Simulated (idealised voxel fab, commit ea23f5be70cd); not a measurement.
The following is a process module called voxel plated lines.
In the cross-section labelled cut, the width is 240 nm and each square cell is 5 nm.
A cross-section is written here as square cells arranged in a grid, and it is given in bands from the top down, each band taking up one or more rows of cells.
What a band's entry tells you: where the top is and where the bottom is, as heights in nm, and after that what lies inside, material by material from left to right, each with its width in nm. Empty space is written as the word "empty", and a single material marked with the word "everywhere" occupies the band from edge to edge.
Height reference: 0 = level under which incoming wafer is all one material. Lowest band: no bottom, runs on downward, e.g. "0 nm and below".
A two-number width, for instance "30 to 40", indicates that the width is equal to the first number in the top row of the band and to the second number in the bottom row, and that it changes by a constant amount per row of cells.
Given "no alterations made" for a step, no cell of the cross-section differs between before and after that step.
Enclosed voids (no open way to top), threshold 8 cells or more, entry "Closed void roster", notation width x height at distance, distance from left edge, nm.
It should be noted that, on the line of a given step, the content following the step's settings is a remark produced by the simulator itself with respect to that step.
"overlay nm" answers the question of how far to the right of plan the mask lay on a step that has a mask, and when it is negative the answer is to the left.

PROCESS STEPS FORESEEN IN THE PLAN
step 1: RECEIVE,material Si
step 2: CONFORMAL_DEP,material SiO2,thk nm 5
step 3: DIRECTIONAL_DEP,material TiN,thk nm 5
step 4: PATTERN,tone open,mask id LINES,material resist,width nm 25,pitch nm 50,thk nm 25,overlay nm 0
step 5: EPI,material Ru,thk nm 5
step 6: EPI,material Ru,thk nm 10
step 7: STRIP,etch materials resist
step 8: DIRECTIONAL_ETCH,etch materials TiN,depth nm 5
step 9: CONFORMAL_DEP,material SiCN,thk nm 5

WAFER AT RECEIPT (POST STEP 1), CROSS-SECTION
- 0 nm and below  Si everywhere
- Closed void roster: none

FIRST WAFER OF TWO, SECTIONED AT END OF MODULE; RUN WENT PER PLAN
- 30 nm to 25 nm  empty 50 nm, then SiCN 35 nm, then empty 15 nm, then SiCN 35 nm, then empty 15 nm, then SiCN 35 nm, then empty 55 nm
- 25 nm to 10 nm  empty 50 nm, then SiCN 5 nm, then Ru 25 nm, then SiCN 5 nm, then empty 15 nm, then SiCN 5 nm, then Ru 25 nm, then SiCN 5 nm, then empty 15 nm, then SiCN 5 nm, then Ru 25 nm, then SiCN 5 nm, then empty 55 nm
- 10 nm to 5 nm  SiCN 55 nm, then TiN 25 nm, then SiCN 25 nm, then TiN 25 nm, then SiCN 25 nm, then TiN 25 nm, then SiCN 60 nm
- 5 nm to 0 nm  SiO2 everywhere
- 0 nm and below  Si everywhere
- Closed void roster: none

THE SECOND WAFER, SHOWN IN CROSS-SECTION AFTER THE MODULE: STARTED THE SAME WAY AS THE FIRST AND GIVEN THE SAME PLAN, YET ONE MISTAKE CREPT INTO HOW IT WAS RUN
- 30 nm to 25 nm  empty 60 nm, then SiCN 35 nm, then empty 15 nm, then SiCN 35 nm, then empty 15 nm, then SiCN 35 nm, then empty 45 nm
- 25 nm to 10 nm  empty 60 nm, then SiCN 5 nm, then Ru 25 nm, then SiCN 5 nm, then empty 15 nm, then SiCN 5 nm, then Ru 25 nm, then SiCN 5 nm, then empty 15 nm, then SiCN 5 nm, then Ru 25 nm, then SiCN 5 nm, then empty 45 nm
- 10 nm to 5 nm  SiCN 65 nm, then TiN 25 nm, then SiCN 25 nm, then TiN 25 nm, then SiCN 25 nm, then TiN 25 nm, then SiCN 50 nm
- 5 nm to 0 nm  SiO2 everywhere
- 0 nm and below  Si everywhere
- Closed void roster: none
Heads up, the wafer didn't run the way we planned it: it should be noted that step 4 was executed with settings other than those planned, the operation and settings actually applied being PATTERN,tone open,mask id LINES,material resist,width nm 25,pitch nm 50,thk nm 25,overlay nm 10
Same inventory, different map: at the end, the second wafer holds as many cells of each material as the first, placed elsewhere.
